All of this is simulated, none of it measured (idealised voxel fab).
Process module heading - voxel released beams
FYI the section here is cut, 295 nm wide, cells are 5 nm squares.
In what follows, cross-sections appear as grids of square cells, described through bands that run from the top down, where every band is one or more rows of cells.
Look at the band entry: it leads with the top's height and the bottom's height in nm. Then it lists the materials left to right, with a width in nm for each. The word "everywhere" on a single material says that material fills the band edge to edge. The word "blank" is empty space.
Measure heights from 0. That's the level where, below it, the as-received wafer is all one material. The lowest band is bottomless and extends downward; write it as in "0 -> down".
When a width is written as two numbers, as in "30..40", the first number is the width in the top row of cells of the band and the second is the width in its bottom row, and the width changes by the same amount from each row to the next.
You'll sometimes find "nothing was modified" written for a step, and that's the way of saying that nowhere in the cross-section did a cell change during that step.
If an empty space has no open way to the top and is at least 8 cells in size, "Closed void table" lists it, written width x height at distance, where distance is measured from the left edge and every value is in nm.
It should be noted that, on the line of a given step, the content following the step's settings is a remark produced by the simulator itself with respect to that step.
A step's line can hold "overlay nm"; with a mask on that step, the setting says how far right of the planned place the mask lay, while a negative setting says it lay to the left.

## These are the steps we planned for the process
1: RECEIVE: material Si
2: CONFORMAL_DEP: material Al2O3, thk nm 10
3: DIRECTIONAL_DEP: material SiO2, thk nm 20
4: MASKED_ETCH: tone open, mask id ANCHOR, width nm 35, etch materials SiO2, depth nm 20, overlay nm 0
5: CONFORMAL_DEP: material W, thk nm 10
6: DIRECTIONAL_DEP: material aC, thk nm 15
7: PATTERN: tone cover, mask id BEAM, material resist, width nm 115, thk nm 35, overlay nm 0
8: DIRECTIONAL_ETCH: etch materials aC, depth nm 15
9: STRIP: etch materials resist
10: DIRECTIONAL_ETCH: etch materials W, depth nm 10
11: STRIP: etch materials aC
12: STRIP: etch materials SiO2

## Shown in cross-section is the wafer as received, that is, as it stands after step 1
0 -> down | Si everywhere
Closed void table: none

## Post-module cross-section of the first of two wafers (run per plan)
40 -> 30 | 85 of blank / 15 of W / 15 of blank / 85 of W / 95 of blank
30 -> 20 | 90 of blank / 10 of W / 15 of blank / 10 of W / 170 of blank
20 -> 10 | 90 of blank / 35 of W / 170 of blank
10 -> 0 | Al2O3 everywhere
0 -> down | Si everywhere
Closed void table: none

## Wafer two, end of module, cross-section. Same start, same plan as wafer one. One mistake in the run
40 -> 30 | 85 of blank / 50 of W / 160 of blank
30 -> 20 | 80 of blank / 10 of W / 35 of SiO2 / 10 of W / 160 of blank
20 -> 10 | 80 of blank / 10 of W / 35 of SiO2 / 75 of W / 95 of blank
10 -> 0 | Al2O3 everywhere
0 -> down | Si everywhere
Closed void table: none
What was done differently from what was planned? off-plan run, step 4, actual operation and settings MASKED_ETCH: tone cover, mask id ANCHOR, width nm 35, etch materials SiO2, depth nm 20, overlay nm 0
Final difference in cells, second wafer against first, listed per material as more or fewer: SiO2 +28
